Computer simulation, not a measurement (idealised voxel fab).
Process module name: voxel self aligned contacts
Cross-sectional view cut (width: 160 nm; square cell size: 5 nm).
Heads up, the way a cross-section reads in here is a grid of square cells, handed over as bands from the top down, with every band being one or more rows of cells.
Look at the band entry: it leads with the top's height and the bottom's height in nm. Then it lists the materials left to right, with a width in nm for each. The word "all across" on a single material says that material fills the band edge to edge. The word "blank" is empty space.
Convention: height 0 is the level below which the wafer, as received, is all one material. The lowest band does not terminate at the bottom but continues downward, represented as "z 0 and below".
Quick explanation for "30..40": the width changes in equal steps down the rows of cells, from the first number in the band's top row to the second number in its bottom row.
Reading "nothing different" for a step: not a cell of the cross-section changed in it.
Voids not open to the top, 8 cells minimum: see "Closed void catalog". Written width x height at distance; distance is from the left edge; nm.
On each step's line, the part that comes after the settings is the simulator's own comment on the step.
For masked steps, "overlay nm" on the step line gives how far right of plan the mask actually lay; a minus sign means it lay to the left.
Steps planned for the process:
1. RECEIVE [material Si]
2. CONFORMAL_DEP [material SiO2] [thk nm 5]
3. DIRECTIONAL_DEP [material polySi] [thk nm 30]
4. DIRECTIONAL_DEP [material SiN] [thk nm 20]
5. MASKED_ETCH [tone cover] [mask id GATE] [width nm 30] [pitch nm 60] [etch materials SiN] [depth nm 20] [overlay nm 0]
6. MASKED_ETCH [tone cover] [mask id GATE] [width nm 30] [pitch nm 60] [etch materials polySi] [depth nm 30] [overlay nm 0]
7. CONFORMAL_DEP [material SiN] [thk nm 5]
8. DIRECTIONAL_ETCH [etch materials SiN] [depth nm 5]
9. FILL_DEP [material SiO2] [thk nm 20]
10. CMP [height nm 65]
11. DIRECTIONAL_DEP [material aC] [thk nm 10]
12. PATTERN [tone open] [mask id CONTACT] [material resist] [width nm 40] [thk nm 25] [overlay nm 0]
13. DIRECTIONAL_ETCH [etch materials aC] [depth nm 10]
14. STRIP [etch materials resist]
15. DIRECTIONAL_ETCH [etch materials SiO2] [depth nm 65]
16. STRIP [etch materials aC]
17. CONFORMAL_DEP [material TiN] [thk nm 5]
18. FILL_DEP [material Ru] [thk nm 5]
19. CMP [height nm 65]
20. CONFORMAL_DEP [material SiCN] [thk nm 5]
Cross-section, incoming material, after step 1:
z 0 and below: Si all across
Closed void catalog: none
Look at the cross-section after the module: the wafer started out the way shown above and the plan was the one shown above, yet one mistake was made along the way:
z 70 to 65: SiCN all across
z 65 to 55: 60 nm SiO2, 5..20 nm TiN, 30..10 nm Ru, 5..10 nm TiN, 60 nm SiO2
z 55 to 40: 35 nm SiO2, 40 nm SiN, 5 nm TiN, 10 nm Ru, 5 nm TiN, 40 nm SiN, 25 nm SiO2
z 40 to 35: 35 nm SiO2, 40 nm SiN, 5 nm TiN, 5 nm Ru, 10 nm TiN, 40 nm SiN, 25 nm SiO2
z 35 to 5: 30 nm SiO2, 5 nm SiN, 35 nm polySi, 5 nm SiN, 5 nm TiN, 5 nm Ru, 5 nm TiN, 5 nm SiN, 35 nm polySi, 5 nm SiN, 25 nm SiO2
z 5 to 0: 75 nm SiO2, 15 nm TiN, 70 nm SiO2
z 0 and below: Si all across
Closed void catalog: none
Diagnosis: it should be noted that step 5 was executed with settings other than those planned, the operation and settings actually applied being MASKED_ETCH [tone cover] [mask id GATE] [width nm 30] [pitch nm 60] [etch materials SiN] [depth nm 20] [overlay nm 5]
